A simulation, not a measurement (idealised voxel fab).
voxel wiring stack: a process module
Displayed cross-section: cut, width of 265 nm, square cells sized 5 nm.
A cross-section is written here as square cells arranged in a grid, and it is given in bands from the top down, each band taking up one or more rows of cells.
Look at the band entry: it leads with the top's height and the bottom's height in nm. Then it lists the materials left to right, with a width in nm for each. The word "all across" on a single material says that material fills the band edge to edge. The word "air" is empty space.
Basically, 0 is our baseline, since under it the wafer straight out of the box is all one material. The bottom band has no lower end and keeps on going down, so it looks like "from 0 down".
Think of "30->40" as a width that walks from the first number to the second as you go down the band, top row to bottom row, taking equal-sized steps from row to row.
Step note "nothing changed" = no cross-section cell changed.
"Enclosed void inventory": empty spaces of 8 cells or more with no open way to the top, each given as width x height at distance, distance from the left edge, all in nm.
On a step's line, text after the settings is the simulator commenting on that step.
"overlay nm" denotes, for a step that has a mask, the displacement of the mask to the right of its planned place, with negative values corresponding to the left.
Below is the list of planned process steps
- 1: RECEIVE,material Si
- 2: CONFORMAL_DEP,material SiO2,thk nm 10
- 3: CONFORMAL_DEP,material SiN,thk nm 5
- 4: DIRECTIONAL_DEP,material lowk,thk nm 15
- 5: PATTERN,tone open,mask id METAL_1,material resist,width nm 30,pitch nm 60,thk nm 20,overlay nm 0
- 6: DIRECTIONAL_ETCH,etch materials lowk,depth nm 15
- 7: DIRECTIONAL_ETCH,etch materials SiN,depth nm 5
- 8: STRIP,etch materials resist
- 9: CONFORMAL_DEP,material TiN,thk nm 5
- 10: FILL_DEP,material Cu,thk nm 10
- 11: CMP,height nm 30
- 12: CONFORMAL_DEP,material SiCN,thk nm 5
- 13: DIRECTIONAL_DEP,material lowk,thk nm 25
- 14: DIRECTIONAL_DEP,material aC,thk nm 10
- 15: PATTERN,tone open,mask id METAL_2,material resist,width nm 30,pitch nm 60,thk nm 30,overlay nm 0
- 16: DIRECTIONAL_ETCH,etch materials aC,depth nm 10
- 17: STRIP,etch materials resist
- 18: DIRECTIONAL_ETCH,etch materials lowk,depth nm 15
- 19: STRIP,etch materials aC
- 20: DIRECTIONAL_DEP,material aC,thk nm 10
- 21: PATTERN,tone open,mask id METAL_2_HOLES,material resist,width nm 15,thk nm 30,overlay nm 0
- 22: DIRECTIONAL_ETCH,etch materials aC,depth nm 10
- 23: STRIP,etch materials resist
- 24: DIRECTIONAL_ETCH,etch materials lowk,depth nm 10
- 25: DIRECTIONAL_ETCH,etch materials SiCN,depth nm 5
- 26: STRIP,etch materials aC
- 27: CONFORMAL_DEP,material TiN,thk nm 5
- 28: FILL_DEP,material Cu,thk nm 5
- 29: CMP,height nm 60
- 30: CONFORMAL_DEP,material SiN,thk nm 5
Shown in cross-section is the wafer as received, that is, as it stands after step 1
> from 0 down: Si all across
> Enclosed void inventory: none
Run as planned - first of the two wafers cross-sectioned at the end of the module
> from 65 to 60: SiN all across
> from 60 to 50: 85 of lowk  5 of TiN  20 of Cu  5 of TiN  30 of lowk  5 of TiN  20 of Cu  5 of TiN  90 of lowk
> from 50 to 45: 85 of lowk  5 of TiN  5 of Cu  20 of TiN  30 of lowk  30 of TiN  90 of lowk
> from 45 to 35: 85 of lowk  5 of TiN  5 of Cu  5 of TiN  165 of lowk
> from 35 to 30: 85 of SiCN  15 of TiN  165 of SiCN
> from 30 to 15: 85 of lowk  5 of TiN  20 of Cu  5 of TiN  30 of lowk  5 of TiN  20 of Cu  5 of TiN  90 of lowk
> from 15 to 10: 85 of SiN  30 of TiN  30 of SiN  30 of TiN  90 of SiN
> from 10 to 0: SiO2 all across
> from 0 down: Si all across
> Enclosed void inventory: none
This is the second of the two wafers, cross-sectioned at the end of the module; it started exactly like the first and was given the same plan, but it was run with one mistake
> from 65 to 60: SiN all across
> from 60 to 50: 85 of lowk  5 of TiN  20 of Cu  5 of TiN  30 of lowk  5 of TiN  20 of Cu  5 of TiN  90 of lowk
> from 50 to 45: 85 of lowk  5 of TiN  5 of Cu  20 of TiN  30 of lowk  30 of TiN  90 of lowk
> from 45 to 35: 85 of lowk  5 of TiN  5 of Cu  5 of TiN  165 of lowk
> from 35 to 30: 85 of SiCN  15 of TiN  165 of SiCN
> from 30 to 25: Cu all across
> from 25 to 20: 90 of TiN  20 of Cu  40 of TiN  20 of Cu  95 of TiN
> from 20 to 5: 85 of lowk  5 of TiN  20 of Cu  5 of TiN  30 of lowk  5 of TiN  20 of Cu  5 of TiN  90 of lowk
> from 5 to 0: 85 of SiN  30 of TiN  30 of SiN  30 of TiN  90 of SiN
> from 0 down: Si all across
> Enclosed void inventory: none
Against the plan, the run slipped here: step 2 of the plan: omitted, not performed
Looking at both finished wafers in cells, the second ends up ahead of or behind the first on some materials: +61 Cu; -106 SiO2; +45 TiN
